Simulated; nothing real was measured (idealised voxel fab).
Proc. module: voxel self aligned contacts
Xsec cut, 195 nm wide, square cell size 5 nm.
Each cross-section below is a grid of square cells, stated as bands in top-down order, with one or more rows of cells making up each band. The band entry comprises the height of the band's top followed by the height of its bottom, expressed in nm, and subsequently the band's materials from left to right, each stated together with its width in nm. Where a single material is marked with the word "all across", that material fills the band from edge to edge. The word "blank" represents empty space. Basically, 0 is our baseline, since under it the wafer straight out of the box is all one material. The bottom band has no lower end and keeps on going down, so it looks like "0 and below". The expression "30->40" gives the width at the extremes of the band, the first number at its top row of cells and the second at its bottom row, with the width changing by equal amounts from each row to the next in between. Basically "changes: none" means that step didn't change any cell in the cross-section. "Sealed void inventory" means: voids of 8 cells or more that are shut off from the top with no open way through. Written width x height at distance, distance from the left edge, in nm. Past the settings on a step's line: simulator remark, on that step. What "overlay nm" on a step's line means: if the step has a mask, that mask lay this far to the right of its planned place, or, when the value is negative, to the left.

Here's what the planned process steps look like
1: RECEIVE: material Si
2: OXIDIZE: depth nm 5
3: DIRECTIONAL_DEP: material polySi, thk nm 20
4: DIRECTIONAL_DEP: material SiN, thk nm 20
5: MASKED_ETCH: tone cover, mask id GATE, width nm 35, pitch nm 65, etch materials SiN, depth nm 20, overlay nm 0
6: MASKED_ETCH: tone cover, mask id GATE, width nm 35, pitch nm 65, etch materials polySi, depth nm 20, overlay nm 0
7: CONFORMAL_DEP: material SiN, thk nm 5
8: DIRECTIONAL_ETCH: etch materials SiN, depth nm 5
9: FILL_DEP: material SiO2, thk nm 20
10: CMP: height nm 50
11: MASKED_ETCH: tone open, mask id CONTACT, width nm 50, etch materials SiO2, depth nm 55, overlay nm 0
12: CONFORMAL_DEP: material TiN, thk nm 5
13: FILL_DEP: material W, thk nm 10
14: CMP: height nm 50
15: CONFORMAL_DEP: material SiCN, thk nm 5

Incoming wafer in cross-section (state: after step 1)
* 0 and below  Si all across
* Sealed void inventory: none

Final cross-section, module run with one mistake (start and plan as above)
* 55 down to 50  SiCN all across
* 50 down to 40  70 SiO2, then 5->20 TiN, then 40->10 W, then 5->20 TiN, then 75 SiO2
* 40 down to 25  40 SiO2, then 5 SiN, then 35 polySi, then 5 SiN, then 5 TiN, then 10 W, then 5 TiN, then 5 SiN, then 35 polySi, then 5 SiN, then 45 SiO2
* 25 down to 20  40 SiO2, then 5 SiN, then 35 polySi, then 5 SiN, then 20 TiN, then 5 SiN, then 35 polySi, then 5 SiN, then 45 SiO2
* 20 down to 0  SiN all across
* 0 down to -5  SiO2 all across
* -5 and below  Si all across
* Sealed void inventory: none
Finding, execution versus plan: steps 3 and 4 traded places in the executed sequence
